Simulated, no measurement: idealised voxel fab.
The following process module bears the name voxel ribs on slabs.
Cross-section cut: width 290 nm, square cells of 5 nm.
How to read a cross-section here: the picture is a grid of square cells, written as bands going from the top down, and any band can span one or more rows of cells.
Top, bottom (nm), then materials left to right with widths (nm); lone material tagged "edge to edge" fills the whole band edge to edge; "air" = empty space.
Heights are reckoned from 0. Under this level, the received wafer is all of one material. The bottommost band is open-ended downward, for example "from 0 down".
You'd read "30->40" like this: the band's top row of cells is as wide as the first number, its bottom row is as wide as the second, and going down, every row changes width by the same amount as the row before did.
Step note "no alterations made" = no cross-section cell changed.
In "Closed internal cavities" the enclosed voids are listed, meaning empty spaces of 8 cells or larger without any opening to the top. The form is width x height at distance, distance from the left edge, units nm.
Text after the settings on a step's line: the simulator's own remark on that step.
If you see "overlay nm" on a step's line and that step has a mask, it's telling you how far right of where it was planned the mask ended up; a negative number means it went left instead.

plan:
1. RECEIVE [material Si]
2. DIRECTIONAL_DEP [material SiO2] [thk nm 30]
3. DIRECTIONAL_DEP [material polySi] [thk nm 20]
4. DIRECTIONAL_DEP [material aC] [thk nm 15]
5. PATTERN [tone cover] [mask id RIB] [material resist] [width nm 25] [thk nm 30] [overlay nm 0]
6. DIRECTIONAL_ETCH [etch materials aC] [depth nm 15]
7. STRIP [etch materials resist]
8. DIRECTIONAL_ETCH [etch materials polySi] [depth nm 10]
9. STRIP [etch materials aC]
10. MASKED_ETCH [tone cover] [mask id SLAB] [width nm 65] [etch materials polySi] [depth nm 10] [overlay nm 0]
11. FILL_DEP [material SiO2] [thk nm 30]
12. CMP [height nm 70]
13. DIRECTIONAL_DEP [material W] [thk nm 10]
14. DIRECTIONAL_DEP [material aC] [thk nm 15]
15. PATTERN [tone cover] [mask id HEATER] [material resist] [width nm 35] [thk nm 35] [overlay nm 0]
16. DIRECTIONAL_ETCH [etch materials aC] [depth nm 15]
17. STRIP [etch materials resist]
18. DIRECTIONAL_ETCH [etch materials W] [depth nm 10]
19. STRIP [etch materials aC]
20. CONFORMAL_DEP [material SiO2] [thk nm 10]

The first of the two wafers, which ran as planned:

Wafer at receipt (post step 1), cross-section:
    from 0 down  Si edge to edge
    Closed internal cavities: none

Cross-section of the wafer after step 2:
    from 30 to 0  SiO2 edge to edge
    Beneath the level 0, the cross-section is identical to its previous state.

Cross-section of the wafer after step 3:
    from 50 to 30  polySi edge to edge
    Beneath the level 30, the cross-section is identical to its previous state.

Cross-section of the wafer after step 4:
    from 65 to 50  aC edge to edge
    Beneath the level 50, the cross-section is identical to its previous state.

Cross-section of the wafer after step 5:
    from 95 to 65  130 nm air, 25 nm resist, 135 nm air
    Beneath the level 65, the cross-section is identical to its previous state.

Cross-section of the wafer after step 6:
    from 80 to 65  130 nm air, 25 nm resist, 135 nm air
    from 65 to 50  130 nm air, 25 nm aC, 135 nm air
    Beneath the level 50, the cross-section is identical to its previous state.

Cross-section of the wafer after step 7:
    from 65 to 50  130 nm air, 25 nm aC, 135 nm air
    Beneath the level 50, the cross-section is identical to its previous state.

Cross-section of the wafer after step 8:
    from 65 to 50  130 nm air, 25 nm aC, 135 nm air
    from 50 to 40  130 nm air, 25 nm polySi, 135 nm air
    Beneath the level 40, the cross-section is identical to its previous state.

Cross-section of the wafer after step 9:
    from 50 to 40  130 nm air, 25 nm polySi, 135 nm air
    Beneath the level 40, the cross-section is identical to its previous state.

Cross-section of the wafer after step 10:
    from 50 to 40  130 nm air, 25 nm polySi, 135 nm air
    from 40 to 30  110 nm air, 65 nm polySi, 115 nm air
    Beneath the level 30, the cross-section is identical to its previous state.

Cross-section of the wafer after step 11:
    from 80 to 50  SiO2 edge to edge
    from 50 to 40  130 nm SiO2, 25 nm polySi, 135 nm SiO2
    from 40 to 30  110 nm SiO2, 65 nm polySi, 115 nm SiO2
    Beneath the level 30, the cross-section is identical to its previous state.

Cross-section of the wafer after step 12:
    from 70 to 50  SiO2 edge to edge
    Beneath the level 50, the cross-section is identical to its previous state.

Cross-section of the wafer after step 13:
    from 80 to 70  W edge to edge
    Beneath the level 70, the cross-section is identical to its previous state.

Cross-section of the wafer after step 14:
    from 95 to 80  aC edge to edge
    Beneath the level 80, the cross-section is identical to its previous state.

Cross-section of the wafer after step 15:
    from 130 to 95  125 nm air, 35 nm resist, 130 nm air
    Beneath the level 95, the cross-section is identical to its previous state.

Cross-section of the wafer after step 16:
    from 115 to 95  125 nm air, 35 nm resist, 130 nm air
    from 95 to 80  125 nm air, 35 nm aC, 130 nm air
    Beneath the level 80, the cross-section is identical to its previous state.

Cross-section of the wafer after step 17:
    from 95 to 80  125 nm air, 35 nm aC, 130 nm air
    Beneath the level 80, the cross-section is identical to its previous state.

Cross-section of the wafer after step 18:
    from 95 to 80  125 nm air, 35 nm aC, 130 nm air
    from 80 to 70  125 nm air, 35 nm W, 130 nm air
    Beneath the level 70, the cross-section is identical to its previous state.

Cross-section of the wafer after step 19:
    from 80 to 70  125 nm air, 35 nm W, 130 nm air
    Beneath the level 70, the cross-section is identical to its previous state.

Cross-section of the wafer after step 20:
    from 90 to 80  115 nm air, 55 nm SiO2, 120 nm air
    from 80 to 70  125 nm SiO2, 35 nm W, 130 nm SiO2
    Beneath the level 70, the cross-section is identical to its previous state.

The remaining wafer, second of the two, started like the first and was run to the same plan, except that one mistake was made along the way; the two coincide through step 1, inclusive:

Cross-section: second wafer, time at which step 2 was scheduled to end:
    from 30 to 0  aC edge to edge
    Beneath the level 0, the cross-section is identical to its previous state.

Cross-section: second wafer, time at which step 3 was scheduled to end:
    from 50 to 30  polySi edge to edge
    Beneath the level 30, the cross-section is identical to its previous state.

Cross-section: second wafer, time at which step 4 was scheduled to end:
    from 65 to 50  aC edge to edge
    Beneath the level 50, the cross-section is identical to its previous state.

Cross-section: second wafer, time at which step 5 was scheduled to end:
    from 95 to 65  130 nm air, 25 nm resist, 135 nm air
    Beneath the level 65, the cross-section is identical to its previous state.

Cross-section: second wafer, time at which step 6 was scheduled to end:
    from 80 to 65  130 nm air, 25 nm resist, 135 nm air
    from 65 to 50  130 nm air, 25 nm aC, 135 nm air
    Beneath the level 50, the cross-section is identical to its previous state.

Cross-section: second wafer, time at which step 7 was scheduled to end:
    from 65 to 50  130 nm air, 25 nm aC, 135 nm air
    Beneath the level 50, the cross-section is identical to its previous state.

Cross-section: second wafer, time at which step 8 was scheduled to end:
    from 65 to 50  130 nm air, 25 nm aC, 135 nm air
    from 50 to 40  130 nm air, 25 nm polySi, 135 nm air
    Beneath the level 40, the cross-section is identical to its previous state.

Cross-section: second wafer, time at which step 9 was scheduled to end:
    from 50 to 40  130 nm air, 25 nm polySi, 135 nm air
    Beneath the level 40, the cross-section is identical to its previous state.

Cross-section: second wafer, time at which step 10 was scheduled to end:
    from 50 to 40  130 nm air, 25 nm polySi, 135 nm air
    from 40 to 30  110 nm air, 65 nm polySi, 115 nm air
    Beneath the level 30, the cross-section is identical to its previous state.

Cross-section: second wafer, time at which step 11 was scheduled to end:
    from 80 to 50  SiO2 edge to edge
    from 50 to 40  130 nm SiO2, 25 nm polySi, 135 nm SiO2
    from 40 to 30  110 nm SiO2, 65 nm polySi, 115 nm SiO2
    Beneath the level 30, the cross-section is identical to its previous state.

Cross-section: second wafer, time at which step 12 was scheduled to end:
    from 70 to 50  SiO2 edge to edge
    Beneath the level 50, the cross-section is identical to its previous state.

Cross-section: second wafer, time at which step 13 was scheduled to end:
    from 80 to 70  W edge to edge
    Beneath the level 70, the cross-section is identical to its previous state.

Cross-section: second wafer, time at which step 14 was scheduled to end:
    from 95 to 80  aC edge to edge
    Beneath the level 80, the cross-section is identical to its previous state.

Cross-section: second wafer, time at which step 15 was scheduled to end:
    from 130 to 95  125 nm air, 35 nm resist, 130 nm air
    Beneath the level 95, the cross-section is identical to its previous state.

Cross-section: second wafer, time at which step 16 was scheduled to end:
    from 115 to 95  125 nm air, 35 nm resist, 130 nm air
    from 95 to 80  125 nm air, 35 nm aC, 130 nm air
    Beneath the level 80, the cross-section is identical to its previous state.

Cross-section: second wafer, time at which step 17 was scheduled to end:
    from 95 to 80  125 nm air, 35 nm aC, 130 nm air
    Beneath the level 80, the cross-section is identical to its previous state.

Cross-section: second wafer, time at which step 18 was scheduled to end:
    from 95 to 80  125 nm air, 35 nm aC, 130 nm air
    from 80 to 70  125 nm air, 35 nm W, 130 nm air
    Beneath the level 70, the cross-section is identical to its previous state.

Cross-section: second wafer, time at which step 19 was scheduled to end:
    from 80 to 70  125 nm air, 35 nm W, 130 nm air
    Beneath the level 70, the cross-section is identical to its previous state.

Cross-section: second wafer, time at which step 20 was scheduled to end:
    from 90 to 80  115 nm air, 55 nm SiO2, 120 nm air
    from 80 to 70  125 nm SiO2, 35 nm W, 130 nm SiO2
    Beneath the level 70, the cross-section is identical to its previous state.
Where did the run depart from the plan? step 2 was run on a setting that differed from the plan, and what really ran there is DIRECTIONAL_DEP [material aC] [thk nm 30]
In the final state, the cell counts of the second wafer exceed or fall short of those of the first for the following materials: -348 SiO2; +348 aC
